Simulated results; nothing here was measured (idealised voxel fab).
Process module, titled voxel trench capacitor
280 nm wide, 5 nm square cells: that's cross-section cut.
Reading order for cross-sections: top band down to bottom band. Underlying form: a grid of square cells. Band size: one or more rows of cells. Quick guide to a band line: top height, bottom height (nm) up front; then every material left to right with its width in nm. Only one material and it's marked "full width"? Then it fills the band edge to edge. And "empty" just means empty space. All heights in this document are referenced to 0, defined as the level beneath which the wafer, as received, consists entirely of one material. The lowest band is not bounded below; it extends indefinitely downward and is written in the form "0..down". A width such as "30->40" changes by the same amount from each row of cells to the next, from the band's top row to its bottom row. The cross-section has no changed cell in any step marked "changes: none". "Cavities, sealed": empty spaces of 8 cells or more with no open way to the top, each given as width x height at distance, distance from the left edge, all in nm. The remark found on a step's line after its settings is issued by the simulator itself and pertains to that step. "overlay nm" denotes, for a step that has a mask, the displacement of the mask to the right of its planned place, with negative values corresponding to the left.

STEPS IN THE PROCESS PLAN
1: RECEIVE, material Si
2: CONFORMAL_DEP, material SiN, thk nm 10
3: MASKED_ETCH, tone open, mask id TRENCH, width nm 25, pitch nm 55, etch materials SiN, depth nm 10, overlay nm -15
4: MASKED_ETCH, tone open, mask id TRENCH, width nm 25, pitch nm 55, etch materials Si, depth nm 30, overlay nm 0
5: CONFORMAL_DEP, material SiO2, thk nm 5
6: FILL_DEP, material polySi, thk nm 5
7: CMP, height nm 10
Keep in mind the plan's value for the overlay nm of step 3 comes from the first wafer; the wafers don't share that setting, but they do share the same starting point.

RECEIVED WAFERS, FIRST OF SEVERAL: CROSS-SECTION AFTER STEP 1
- 0..down = Si full width
- Cavities, sealed: none

WAFER CROSS-SECTION (FIRST OF SEVERAL) - MODULE END, POST STEP 7 (LAST STEP)
- 10..5 = 30 nm SiN, then 5 nm SiO2, then 15 nm polySi, then 5 nm SiO2, then 30 nm SiN, then 5 nm SiO2, then 15 nm polySi, then 5 nm SiO2, then 30 nm SiN, then 5 nm SiO2, then 15 nm polySi, then 5 nm SiO2, then 30 nm SiN, then 5 nm SiO2, then 15 nm polySi, then 5 nm SiO2, then 60 nm SiN
- 5..0 = 30 nm SiN, then 25 nm SiO2, then 30 nm SiN, then 25 nm SiO2, then 30 nm SiN, then 25 nm SiO2, then 30 nm SiN, then 25 nm SiO2, then 60 nm SiN
- 0..-30 = 45 nm Si, then 10 nm SiO2, then 45 nm Si, then 10 nm SiO2, then 45 nm Si, then 10 nm SiO2, then 45 nm Si, then 10 nm SiO2, then 60 nm Si
- -30..down = Si full width
- Cavities, sealed: none

CROSS-SECTIONAL VIEW OF THE FINAL WAFER OF SEVERAL AT THE MODULE'S END
- 10..5 = 60 nm SiN, then 5 nm SiO2, then 15 nm polySi, then 5 nm SiO2, then 30 nm SiN, then 5 nm SiO2, then 15 nm polySi, then 5 nm SiO2, then 30 nm SiN, then 5 nm SiO2, then 15 nm polySi, then 5 nm SiO2, then 30 nm SiN, then 5 nm SiO2, then 15 nm polySi, then 5 nm SiO2, then 30 nm SiN
- 5..0 = 60 nm SiN, then 25 nm SiO2, then 30 nm SiN, then 25 nm SiO2, then 30 nm SiN, then 25 nm SiO2, then 30 nm SiN, then 25 nm SiO2, then 30 nm SiN
- 0..-30 = 60 nm Si, then 10 nm SiO2, then 45 nm Si, then 10 nm SiO2, then 45 nm Si, then 10 nm SiO2, then 45 nm Si, then 10 nm SiO2, then 45 nm Si
- -30..down = Si full width
- Cavities, sealed: none

THE ROWS OF THE TABLE BELOW ARE WAFERS. LOOKING AT THE END OF THE MODULE, A ROW COUNTS, FOR EVERY MATERIAL, THE CELLS THE WAFER HAS GAINED, SHOWN AS (+), OR LOST, SHOWN AS (-), SINCE IT WAS RECEIVED; ITS CLOSED VOIDS COME NEXT
overlay nm -15; -48 Si; +72 SiN; +76 SiO2; +12 polySi; Cavities, sealed: none
overlay nm -10; -72 Si; +72 SiN; +76 SiO2; +36 polySi; Cavities, sealed: none
overlay nm -5; -96 Si; +72 SiN; +76 SiO2; +60 polySi; Cavities, sealed: none
overlay nm 0; -120 Si; +72 SiN; +76 SiO2; +84 polySi; Cavities, sealed: none
overlay nm 5; -96 Si; +72 SiN; +76 SiO2; +60 polySi; Cavities, sealed: none
overlay nm 10; -72 Si; +72 SiN; +76 SiO2; +36 polySi; Cavities, sealed: none
overlay nm 15; -48 Si; +72 SiN; +76 SiO2; +12 polySi; Cavities, sealed: none
